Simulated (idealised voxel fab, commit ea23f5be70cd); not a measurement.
Herein follows the process module entitled voxel released beams.
In the cross-section labelled cut, the width is 140 nm and each square cell is 5 nm.
Square cells in a grid make up a cross-section in this document, and the grid is given as bands, listed from the top down, each one or more rows of cells. Band entry format. Leading values: height of top, height of bottom, nm. Remainder: materials in left-to-right order, each with its width in nm. Special words: "full width" on a single material, which then fills the band edge to edge; "air", empty space. Beneath 0, the wafer as received is one material, and that level is where height counting begins. The lowest band goes on downward without a bottom; it is written like "0 nm and below". Width "30 to 40": first value at the band's top row of cells, second value at its bottom row, equal change from row to row. When a step is marked "remained unchanged", none of the cells in the cross-section changed during that step. Look at "Voids lacking openings" for the closed voids: empty spaces with no open path to the top, sized 8 cells or up. Each is width x height at distance, distance from the left edge, all nm. Note: text after step settings on the step line = simulator remark on that step. overlay nm: for a step with a mask, the amount by which the mask lay right of where it was planned; a negative amount means left of it.

## Here's what the planned process steps look like
1 op RECEIVE | material Si
2 op CONFORMAL_DEP | material Al2O3 | thk nm 5
3 op DIRECTIONAL_DEP | material SiO2 | thk nm 10
4 op MASKED_ETCH | tone open | mask id ANCHOR | width nm 30 | etch materials SiO2 | depth nm 10 | overlay nm 0
5 op CONFORMAL_DEP | material W | thk nm 10
6 op MASKED_ETCH | tone cover | mask id BEAM | width nm 80 | etch materials W | depth nm 10 | overlay nm 0
7 op STRIP | etch materials SiO2

## Cross-section: wafer on arrival = after step 1
* 0 nm and below | Si full width
* Voids lacking openings: none

## End-of-module XS, first of two wafers, run as planned
* 25 nm to 15 nm | 25 nm air | 15 nm W | 10 nm air | 55 nm W | 35 nm air
* 15 nm to 5 nm | 30 nm air | 30 nm W | 80 nm air
* 5 nm to 0 nm | Al2O3 full width
* 0 nm and below | Si full width
* Voids lacking openings: none

## second wafer at the end: like start, like plan, one mistake
* 20 nm to 10 nm | 25 nm air | 15 nm W | 10 nm air | 55 nm W | 35 nm air
* 10 nm to 0 nm | 30 nm air | 30 nm W | 80 nm air
* 0 nm and below | Si full width
* Voids lacking openings: none
The mistake made against the process plan was this: plan step 2 was not performed, having been skipped
At the finish, the second wafer shows more or fewer cells for some materials than the first does: 28 fewer of Al2O3
